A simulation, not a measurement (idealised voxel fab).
voxel wiring stack: a process module
The cross-section shown here is cut; it is 215 nm wide and divided into square cells measuring 5 nm on a side.
Think of the cross-section as a grid of square cells. We describe it in bands, top to bottom, and each band covers one or more rows of those cells. Top height, bottom height, nm. Materials left to right, width each, nm. Single material + "throughout" = fills band edge to edge. "empty" = empty. Height 0 is the level under which the wafer as received is all one material. The lowest band goes on downwards, as in "0 nm and below". A two-number width, for instance "30->40", indicates that the width is equal to the first number in the top row of the band and to the second number in the bottom row, and that it changes by a constant amount per row of cells. Key: "remained unchanged" - step with no changed cell in the cross-section. For the entry "Fully sealed voids", the listed items are empty spaces with no open way to the top whose size is 8 cells or more; each item follows the pattern width x height at distance, where distance is from the left edge and all three are in nm. Formally, on a step line, whatever follows the settings is a remark that the simulator itself makes on the step. "overlay nm" answers the question of how far to the right of plan the mask lay on a step that has a mask, and when it is negative the answer is to the left.

-- Planned process steps
1: op RECEIVE | material Si
2: op CONFORMAL_DEP | material SiO2 | thk nm 15
3: op CONFORMAL_DEP | material SiN | thk nm 5
4: op DIRECTIONAL_DEP | material lowk | thk nm 15
5: op MASKED_ETCH | tone open | mask id METAL_1 | width nm 25 | pitch nm 45 | etch materials lowk | depth nm 15 | overlay nm 0
6: op MASKED_ETCH | tone open | mask id METAL_1 | width nm 25 | pitch nm 45 | etch materials SiN | depth nm 5 | overlay nm 0
7: op CONFORMAL_DEP | material TiN | thk nm 5
8: op FILL_DEP | material Cu | thk nm 5
9: op CMP | height nm 35
10: op CONFORMAL_DEP | material SiCN | thk nm 5
11: op DIRECTIONAL_DEP | material SiO2 | thk nm 25
12: op DIRECTIONAL_DEP | material aC | thk nm 10
13: op PATTERN | tone open | mask id METAL_2_HOLES | material resist | width nm 15 | pitch nm 45 | thk nm 25 | overlay nm 0
14: op DIRECTIONAL_ETCH | etch materials aC | depth nm 10
15: op STRIP | etch materials resist
16: op DIRECTIONAL_ETCH | etch materials SiO2 | depth nm 25
17: op STRIP | etch materials aC
18: op MASKED_ETCH | tone open | mask id METAL_2 | width nm 25 | pitch nm 45 | etch materials SiO2 | depth nm 15 | overlay nm 0
19: op MASKED_ETCH | tone open | mask id METAL_2 | width nm 25 | pitch nm 45 | etch materials SiCN | depth nm 5 | overlay nm 0
20: op CONFORMAL_DEP | material TiN | thk nm 5
21: op FILL_DEP | material Ru | thk nm 10
22: op CMP | height nm 65
23: op CONFORMAL_DEP | material SiCN | thk nm 5
24: op DIRECTIONAL_DEP | material SiO2 | thk nm 15
25: op MASKED_ETCH | tone open | mask id PLUG_2 | width nm 15 | etch materials SiO2 | depth nm 15 | overlay nm 0
26: op MASKED_ETCH | tone open | mask id PLUG_2 | width nm 15 | etch materials SiCN | depth nm 5 | overlay nm 0
27: op EPI | material Ru | thk nm 10
28: op EPI | material Ru | thk nm 10
29: op DIRECTIONAL_DEP | material TiN | thk nm 5
30: op DIRECTIONAL_DEP | material Ru | thk nm 20
31: op DIRECTIONAL_DEP | material aC | thk nm 10
32: op PATTERN | tone cover | mask id METAL_3 | material resist | width nm 25 | pitch nm 45 | thk nm 25 | overlay nm 0
33: op DIRECTIONAL_ETCH | etch materials aC | depth nm 10
34: op STRIP | etch materials resist
35: op DIRECTIONAL_ETCH | etch materials Ru | depth nm 20
36: op DIRECTIONAL_ETCH | etch materials TiN | depth nm 5
37: op STRIP | etch materials aC
38: op FILL_DEP | material SiO2 | thk nm 5
39: op CMP | height nm 110
40: op CONFORMAL_DEP | material SiCN | thk nm 5
41: op DIRECTIONAL_DEP | material lowk | thk nm 25
42: op MASKED_ETCH | tone open | mask id METAL_4 | width nm 25 | pitch nm 45 | etch materials lowk | depth nm 15 | overlay nm 0
43: op DIRECTIONAL_DEP | material aC | thk nm 15
44: op PATTERN | tone open | mask id METAL_4_HOLES | material resist | width nm 15 | thk nm 35 | overlay nm 0
45: op DIRECTIONAL_ETCH | etch materials aC | depth nm 15
46: op STRIP | etch materials resist
47: op DIRECTIONAL_ETCH | etch materials lowk | depth nm 10
48: op DIRECTIONAL_ETCH | etch materials SiCN | depth nm 5
49: op STRIP | etch materials aC
50: op CONFORMAL_DEP | material TiN | thk nm 5
51: op FILL_DEP | material Cu | thk nm 10
52: op CMP | height nm 140
53: op CONFORMAL_DEP | material SiCN | thk nm 5

-- First wafer, two in total, run as planned

-- Cross-section of the wafer as it came to us, i.e., already through step 1
	0 nm and below = Si throughout
	Fully sealed voids: none

-- Take a look at the wafer's cross-section after step 2
	15 nm to 0 nm = SiO2 throughout
	For the remainder of the cross-section, below 0, there is no change.

-- Take a look at the wafer's cross-section after step 3
	20 nm to 15 nm = SiN throughout
	For the remainder of the cross-section, below 15, there is no change.

-- Take a look at the wafer's cross-section after step 4
	35 nm to 20 nm = lowk throughout
	For the remainder of the cross-section, below 20, there is no change.

-- Take a look at the wafer's cross-section after step 5
	35 nm to 20 nm = 70 of lowk | 25 of empty | 20 of lowk | 25 of empty | 75 of lowk
	For the remainder of the cross-section, below 20, there is no change.

-- Take a look at the wafer's cross-section after step 6
	35 nm to 20 nm = 70 of lowk | 25 of empty | 20 of lowk | 25 of empty | 75 of lowk
	20 nm to 15 nm = 70 of SiN | 25 of empty | 20 of SiN | 25 of empty | 75 of SiN
	For the remainder of the cross-section, below 15, there is no change.

-- Take a look at the wafer's cross-section after step 7
	40 nm to 35 nm = 75 of TiN | 15 of empty | 30 of TiN | 15 of empty | 80 of TiN
	35 nm to 20 nm = 70 of lowk | 5 of TiN | 15 of empty | 5 of TiN | 20 of lowk | 5 of TiN | 15 of empty | 5 of TiN | 75 of lowk
	20 nm to 15 nm = 70 of SiN | 25 of TiN | 20 of SiN | 25 of TiN | 75 of SiN
	For the remainder of the cross-section, below 15, there is no change.

-- Take a look at the wafer's cross-section after step 8
	45 nm to 40 nm = Cu throughout
	40 nm to 35 nm = 75 of TiN | 15 of Cu | 30 of TiN | 15 of Cu | 80 of TiN
	35 nm to 20 nm = 70 of lowk | 5 of TiN | 15 of Cu | 5 of TiN | 20 of lowk | 5 of TiN | 15 of Cu | 5 of TiN | 75 of lowk
	For the remainder of the cross-section, below 20, there is no change.

-- Take a look at the wafer's cross-section after step 9
	35 nm to 20 nm = 70 of lowk | 5 of TiN | 15 of Cu | 5 of TiN | 20 of lowk | 5 of TiN | 15 of Cu | 5 of TiN | 75 of lowk
	For the remainder of the cross-section, below 20, there is no change.

-- Take a look at the wafer's cross-section after step 10
	40 nm to 35 nm = SiCN throughout
	For the remainder of the cross-section, below 35, there is no change.

-- Take a look at the wafer's cross-section after step 11
	65 nm to 40 nm = SiO2 throughout
	For the remainder of the cross-section, below 40, there is no change.

-- Take a look at the wafer's cross-section after step 12
	75 nm to 65 nm = aC throughout
	For the remainder of the cross-section, below 65, there is no change.

-- Take a look at the wafer's cross-section after step 13
	100 nm to 75 nm = 70 of resist | 15 of empty | 30 of resist | 15 of empty | 85 of resist
	For the remainder of the cross-section, below 75, there is no change.

-- Take a look at the wafer's cross-section after step 14
	90 nm to 75 nm = 70 of resist | 15 of empty | 30 of resist | 15 of empty | 85 of resist
	75 nm to 65 nm = 70 of aC | 15 of empty | 30 of aC | 15 of empty | 85 of aC
	For the remainder of the cross-section, below 65, there is no change.

-- Take a look at the wafer's cross-section after step 15
	75 nm to 65 nm = 70 of aC | 15 of empty | 30 of aC | 15 of empty | 85 of aC
	For the remainder of the cross-section, below 65, there is no change.

-- Take a look at the wafer's cross-section after step 16
	75 nm to 65 nm = 70 of aC | 15 of empty | 30 of aC | 15 of empty | 85 of aC
	65 nm to 40 nm = 70 of SiO2 | 15 of empty | 30 of SiO2 | 15 of empty | 85 of SiO2
	For the remainder of the cross-section, below 40, there is no change.

-- Take a look at the wafer's cross-section after step 17
	65 nm to 40 nm = 70 of SiO2 | 15 of empty | 30 of SiO2 | 15 of empty | 85 of SiO2
	For the remainder of the cross-section, below 40, there is no change.

-- Take a look at the wafer's cross-section after step 18
	65 nm to 50 nm = 70 of SiO2 | 25 of empty | 20 of SiO2 | 25 of empty | 75 of SiO2
	For the remainder of the cross-section, below 50, there is no change.

-- Take a look at the wafer's cross-section after step 19
	65 nm to 50 nm = 70 of SiO2 | 25 of empty | 20 of SiO2 | 25 of empty | 75 of SiO2
	50 nm to 40 nm = 70 of SiO2 | 15 of empty | 30 of SiO2 | 15 of empty | 85 of SiO2
	40 nm to 35 nm = 70 of SiCN | 15 of empty | 30 of SiCN | 15 of empty | 85 of SiCN
	For the remainder of the cross-section, below 35, there is no change.

-- Take a look at the wafer's cross-section after step 20
	70 nm to 65 nm = 75 of TiN | 15 of empty | 30 of TiN | 15 of empty | 80 of TiN
	65 nm to 55 nm = 70 of SiO2 | 5 of TiN | 15 of empty | 5 of TiN | 20 of SiO2 | 5 of TiN | 15 of empty | 5 of TiN | 75 of SiO2
	55 nm to 50 nm = 70 of SiO2 | 5 of TiN | 5 of empty | 15 of TiN | 20 of SiO2 | 5 of TiN | 5 of empty | 15 of TiN | 75 of SiO2
	50 nm to 40 nm = 70 of SiO2 | 5 of TiN | 5 of empty | 5 of TiN | 30 of SiO2 | 5 of TiN | 5 of empty | 5 of TiN | 85 of SiO2
	40 nm to 35 nm = 70 of SiCN | 15 of TiN | 30 of SiCN | 15 of TiN | 85 of SiCN
	For the remainder of the cross-section, below 35, there is no change.

-- Take a look at the wafer's cross-section after step 21
	80 nm to 70 nm = Ru throughout
	70 nm to 65 nm = 75 of TiN | 15 of Ru | 30 of TiN | 15 of Ru | 80 of TiN
	65 nm to 55 nm = 70 of SiO2 | 5 of TiN | 15 of Ru | 5 of TiN | 20 of SiO2 | 5 of TiN | 15 of Ru | 5 of TiN | 75 of SiO2
	55 nm to 50 nm = 70 of SiO2 | 5 of TiN | 5 of Ru | 15 of TiN | 20 of SiO2 | 5 of TiN | 5 of Ru | 15 of TiN | 75 of SiO2
	50 nm to 40 nm = 70 of SiO2 | 5 of TiN | 5 of Ru | 5 of TiN | 30 of SiO2 | 5 of TiN | 5 of Ru | 5 of TiN | 85 of SiO2
	For the remainder of the cross-section, below 40, there is no change.

-- Take a look at the wafer's cross-section after step 22
	65 nm to 55 nm = 70 of SiO2 | 5 of TiN | 15 of Ru | 5 of TiN | 20 of SiO2 | 5 of TiN | 15 of Ru | 5 of TiN | 75 of SiO2
	For the remainder of the cross-section, below 55, there is no change.

-- Take a look at the wafer's cross-section after step 23
	70 nm to 65 nm = SiCN throughout
	For the remainder of the cross-section, below 65, there is no change.

-- Take a look at the wafer's cross-section after step 24
	85 nm to 70 nm = SiO2 throughout
	For the remainder of the cross-section, below 70, there is no change.

-- Take a look at the wafer's cross-section after step 25
	85 nm to 70 nm = 70 of SiO2 | 15 of empty | 130 of SiO2
	For the remainder of the cross-section, below 70, there is no change.

-- Take a look at the wafer's cross-section after step 26
	85 nm to 70 nm = 70 of SiO2 | 15 of empty | 130 of SiO2
	70 nm to 65 nm = 70 of SiCN | 15 of empty | 130 of SiCN
	For the remainder of the cross-section, below 65, there is no change.

-- Take a look at the wafer's cross-section after step 27
	85 nm to 75 nm = 70 of SiO2 | 15 of empty | 130 of SiO2
	75 nm to 70 nm = 70 of SiO2 | 15 of Ru | 130 of SiO2
	70 nm to 65 nm = 70 of SiCN | 15 of Ru | 130 of SiCN
	For the remainder of the cross-section, below 65, there is no change.

-- Take a look at the wafer's cross-section after step 28
	85 nm to 70 nm = 70 of SiO2 | 15 of Ru | 130 of SiO2
	For the remainder of the cross-section, below 70, there is no change.

-- Take a look at the wafer's cross-section after step 29
	90 nm to 85 nm = TiN throughout
	For the remainder of the cross-section, below 85, there is no change.

-- Take a look at the wafer's cross-section after step 30
	110 nm to 90 nm = Ru throughout
	For the remainder of the cross-section, below 90, there is no change.

-- Take a look at the wafer's cross-section after step 31
	120 nm to 110 nm = aC throughout
	For the remainder of the cross-section, below 110, there is no change.

-- Take a look at the wafer's cross-section after step 32
	145 nm to 120 nm = 70 of empty | 25 of resist | 20 of empty | 25 of resist | 75 of empty
	For the remainder of the cross-section, below 120, there is no change.

-- Take a look at the wafer's cross-section after step 33
	135 nm to 120 nm = 70 of empty | 25 of resist | 20 of empty | 25 of resist | 75 of empty
	120 nm to 110 nm = 70 of empty | 25 of aC | 20 of empty | 25 of aC | 75 of empty
	For the remainder of the cross-section, below 110, there is no change.

-- Take a look at the wafer's cross-section after step 34
	120 nm to 110 nm = 70 of empty | 25 of aC | 20 of empty | 25 of aC | 75 of empty
	For the remainder of the cross-section, below 110, there is no change.

-- Take a look at the wafer's cross-section after step 35
	120 nm to 110 nm = 70 of empty | 25 of aC | 20 of empty | 25 of aC | 75 of empty
	110 nm to 90 nm = 70 of empty | 25 of Ru | 20 of empty | 25 of Ru | 75 of empty
	For the remainder of the cross-section, below 90, there is no change.

-- Take a look at the wafer's cross-section after step 36
	120 nm to 110 nm = 70 of empty | 25 of aC | 20 of empty | 25 of aC | 75 of empty
	110 nm to 90 nm = 70 of empty | 25 of Ru | 20 of empty | 25 of Ru | 75 of empty
	90 nm to 85 nm = 70 of empty | 25 of TiN | 20 of empty | 25 of TiN | 75 of empty
	For the remainder of the cross-section, below 85, there is no change.

-- Take a look at the wafer's cross-section after step 37
	110 nm to 90 nm = 70 of empty | 25 of Ru | 20 of empty | 25 of Ru | 75 of empty
	For the remainder of the cross-section, below 90, there is no change.

-- Take a look at the wafer's cross-section after step 38
	115 nm to 110 nm = SiO2 throughout
	110 nm to 90 nm = 70 of SiO2 | 25 of Ru | 20 of SiO2 | 25 of Ru | 75 of SiO2
	90 nm to 85 nm = 70 of SiO2 | 25 of TiN | 20 of SiO2 | 25 of TiN | 75 of SiO2
	For the remainder of the cross-section, below 85, there is no change.

-- Take a look at the wafer's cross-section after step 39
	110 nm to 90 nm = 70 of SiO2 | 25 of Ru | 20 of SiO2 | 25 of Ru | 75 of SiO2
	For the remainder of the cross-section, below 90, there is no change.

-- Take a look at the wafer's cross-section after step 40
	115 nm to 110 nm = SiCN throughout
	For the remainder of the cross-section, below 110, there is no change.

-- Take a look at the wafer's cross-section after step 41
	140 nm to 115 nm = lowk throughout
	For the remainder of the cross-section, below 115, there is no change.

-- Take a look at the wafer's cross-section after step 42
	140 nm to 125 nm = 70 of lowk | 25 of empty | 20 of lowk | 25 of empty | 75 of lowk
	For the remainder of the cross-section, below 125, there is no change.

-- Take a look at the wafer's cross-section after step 43
	155 nm to 140 nm = 70 of aC | 25 of empty | 20 of aC | 25 of empty | 75 of aC
	140 nm to 125 nm = 70 of lowk | 25 of aC | 20 of lowk | 25 of aC | 75 of lowk
	For the remainder of the cross-section, below 125, there is no change.

-- Take a look at the wafer's cross-section after step 44
	190 nm to 155 nm = 70 of resist | 15 of empty | 130 of resist
	155 nm to 140 nm = 70 of aC | 15 of empty | 10 of resist | 20 of aC | 25 of resist | 75 of aC
	For the remainder of the cross-section, below 140, there is no change.

-- Take a look at the wafer's cross-section after step 45
	175 nm to 155 nm = 70 of resist | 15 of empty | 130 of resist
	155 nm to 140 nm = 70 of aC | 15 of empty | 10 of resist | 20 of aC | 25 of resist | 75 of aC
	140 nm to 125 nm = 70 of lowk | 15 of empty | 10 of aC | 20 of lowk | 25 of aC | 75 of lowk
	For the remainder of the cross-section, below 125, there is no change.

-- Take a look at the wafer's cross-section after step 46
	155 nm to 140 nm = 70 of aC | 25 of empty | 20 of aC | 25 of empty | 75 of aC
	For the remainder of the cross-section, below 140, there is no change.

-- Take a look at the wafer's cross-section after step 47
	155 nm to 140 nm = 70 of aC | 25 of empty | 20 of aC | 25 of empty | 75 of aC
	140 nm to 125 nm = 70 of lowk | 15 of empty | 10 of aC | 20 of lowk | 25 of aC | 75 of lowk
	125 nm to 115 nm = 70 of lowk | 15 of empty | 130 of lowk
	For the remainder of the cross-section, below 115, there is no change.

-- Take a look at the wafer's cross-section after step 48
	155 nm to 140 nm = 70 of aC | 25 of empty | 20 of aC | 25 of empty | 75 of aC
	140 nm to 125 nm = 70 of lowk | 15 of empty | 10 of aC | 20 of lowk | 25 of aC | 75 of lowk
	125 nm to 115 nm = 70 of lowk | 15 of empty | 130 of lowk
	115 nm to 110 nm = 70 of SiCN | 15 of empty | 130 of SiCN
	For the remainder of the cross-section, below 110, there is no change.

-- Take a look at the wafer's cross-section after step 49
	140 nm to 125 nm = 70 of lowk | 25 of empty | 20 of lowk | 25 of empty | 75 of lowk
	For the remainder of the cross-section, below 125, there is no change.

-- Take a look at the wafer's cross-section after step 50
	145 nm to 140 nm = 75 of TiN | 15 of empty | 30 of TiN | 15 of empty | 80 of TiN
	140 nm to 130 nm = 70 of lowk | 5 of TiN | 15 of empty | 5 of TiN | 20 of lowk | 5 of TiN | 15 of empty | 5 of TiN | 75 of lowk
	130 nm to 125 nm = 70 of lowk | 5 of TiN | 5 of empty | 15 of TiN | 20 of lowk | 25 of TiN | 75 of lowk
	125 nm to 115 nm = 70 of lowk | 5 of TiN | 5 of empty | 5 of TiN | 130 of lowk
	115 nm to 110 nm = 70 of SiCN | 15 of TiN | 130 of SiCN
	For the remainder of the cross-section, below 110, there is no change.

-- Take a look at the wafer's cross-section after step 51
	155 nm to 145 nm = Cu throughout
	145 nm to 140 nm = 75 of TiN | 15 of Cu | 30 of TiN | 15 of Cu | 80 of TiN
	140 nm to 130 nm = 70 of lowk | 5 of TiN | 15 of Cu | 5 of TiN | 20 of lowk | 5 of TiN | 15 of Cu | 5 of TiN | 75 of lowk
	130 nm to 125 nm = 70 of lowk | 5 of TiN | 5 of Cu | 15 of TiN | 20 of lowk | 25 of TiN | 75 of lowk
	125 nm to 115 nm = 70 of lowk | 5 of TiN | 5 of Cu | 5 of TiN | 130 of lowk
	For the remainder of the cross-section, below 115, there is no change.

-- Take a look at the wafer's cross-section after step 52
	140 nm to 130 nm = 70 of lowk | 5 of TiN | 15 of Cu | 5 of TiN | 20 of lowk | 5 of TiN | 15 of Cu | 5 of TiN | 75 of lowk
	For the remainder of the cross-section, below 130, there is no change.

-- Take a look at the wafer's cross-section after step 53
	145 nm to 140 nm = SiCN throughout
	For the remainder of the cross-section, below 140, there is no change.

-- For the second wafer, take the first wafer's start and plan, then add one mistake made in running it; everything through step 51, that step included, is shared with the first

Here is the second wafer in cross-section at the point where step 52 of the plan should have been done: remained unchanged

-- Here is the second wafer in cross-section at the point where step 53 of the plan should have been done
	160 nm to 155 nm = SiCN throughout
	For the remainder of the cross-section, below 155, there is no change.
Deviation from plan: step 52 was dropped from the plan's execution and never run
Wafer comparison, final, in cells, second relative to first, materials more or fewer: 92 more of Cu, 37 more of TiN
